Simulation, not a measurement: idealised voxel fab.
The process module presented herein is designated voxel self aligned vias.
Pictured: cross-section cut, 285 nm wide, on a grid of 5 nm square cells.
Notation: cross-section as square-cell grid; stated in bands, top first, going down; one or more cell rows per band.
Read a band's entry like this: the first values are the height of its top and the height of its bottom in nm, and what follows is the sequence of materials from left to right, each with its width in nm. Note that "blank" is empty space, and that a single material marked "all across" reaches across the band from edge to edge.
Heights from 0 (as-received wafer is one material below). Bottom band endless downward, as "from 0 down".
Graded width ("30->40"): value in top row of band = first number; value in bottom row = second number; row-to-row change constant.
"remained the same" means the step left every cell of the cross-section as it was.
This entry, "Closed cavity list", enumerates those empty regions of no fewer than 8 cells that possess no open connection to the top. Each region is reported in the form width x height at distance, the distance being taken from the left edge, with all three quantities expressed in nm.
Note: text after step settings on the step line = simulator remark on that step.
overlay nm: mask right of planned place by this much (step with mask). Neg. = left.

SET OUT BELOW ARE THE PLANNED STEPS OF THE PROCESS
1: RECEIVE (material Si)
2: CONFORMAL_DEP (material SiO2; thk nm 15)
3: CONFORMAL_DEP (material SiCN; thk nm 5)
4: DIRECTIONAL_DEP (material SiO2; thk nm 25)
5: DIRECTIONAL_DEP (material aC; thk nm 15)
6: PATTERN (tone open; mask id LINES; material resist; width nm 25; pitch nm 60; thk nm 35; overlay nm 0)
7: DIRECTIONAL_ETCH (etch materials aC; depth nm 15)
8: STRIP (etch materials resist)
9: DIRECTIONAL_ETCH (etch materials SiO2; depth nm 25)
10: STRIP (etch materials aC)
11: CONFORMAL_DEP (material TiN; thk nm 5)
12: FILL_DEP (material W; thk nm 5)
13: CMP (height nm 45)
14: SELECTIVE_ETCH (etch materials W Ru TiN; depth nm 10)
15: FILL_DEP (material SiN; thk nm 5)
16: CMP (height nm 45)
17: DIRECTIONAL_DEP (material SiO2; thk nm 15)
18: MASKED_ETCH (tone open; mask id VIAS; width nm 35; etch materials SiO2; depth nm 15; overlay nm 0)
19: MASKED_ETCH (tone open; mask id VIAS; width nm 35; etch materials SiN; depth nm 10; overlay nm 0)
20: CONFORMAL_DEP (material TiN; thk nm 5)
21: FILL_DEP (material Ru; thk nm 5)
22: CMP (height nm 60)
23: CONFORMAL_DEP (material SiN; thk nm 5)

CROSS-SECTION OF THE WAFER AS IT CAME TO US, I.E., ALREADY THROUGH STEP 1
from 0 down  Si all across
Closed cavity list: none

FIRST OF TWO WAFERS, END-OF-MODULE SECTION, RUN FOLLOWED PLAN
from 65 to 60  SiN all across
from 60 to 50  SiO2 95  TiN 5  Ru 25  TiN 5  SiO2 155
from 50 to 45  SiO2 95  TiN 10  Ru 15  TiN 10  SiO2 155
from 45 to 40  SiO2 100  TiN 5  Ru 15  TiN 5  SiO2 35  SiN 25  SiO2 100
from 40 to 35  SiO2 100  TiN 25  SiO2 35  SiN 25  SiO2 100
from 35 to 25  SiO2 100  TiN 5  W 15  TiN 5  SiO2 35  TiN 5  W 15  TiN 5  SiO2 100
from 25 to 20  SiO2 100  TiN 25  SiO2 35  TiN 25  SiO2 100
from 20 to 15  SiCN all across
from 15 to 0  SiO2 all across
from 0 down  Si all across
Closed cavity list: none

WHAT THE SECOND WAFER LOOKS LIKE IN CROSS-SECTION ONCE THE MODULE IS DONE. ITS START AND ITS PLAN MATCHED THE FIRST WAFER'S EXACTLY; WHAT DIFFERED WAS ONE MISTAKE IN HOW IT WAS RUN
from 65 to 60  SiN all across
from 60 to 50  SiO2 95  TiN 5  Ru 25  TiN 5  SiO2 155
from 50 to 45  SiO2 95  TiN 35  SiO2 155
from 45 to 35  SiN 95  TiN 5  SiO2 25  TiN 5  SiN 30  SiO2 25  SiN 100
from 35 to 25  W 95  TiN 5  SiO2 25  TiN 5  W 25  TiN 5  SiO2 25  TiN 5  W 95
from 25 to 20  TiN 100  SiO2 25  TiN 35  SiO2 25  TiN 100
from 20 to 15  SiCN all across
from 15 to 0  SiO2 all across
from 0 down  Si all across
Closed cavity list: none
Diagnosis: step 6 went in with a setting other than planned; the actual run was PATTERN (tone cover; mask id LINES; material resist; width nm 25; pitch nm 60; thk nm 35; overlay nm 0)
Final difference in cells, second wafer against first, listed per material as more or fewer: 6 fewer of Ru, 80 more of SiN, 185 fewer of SiO2, 37 more of TiN, 74 more of W
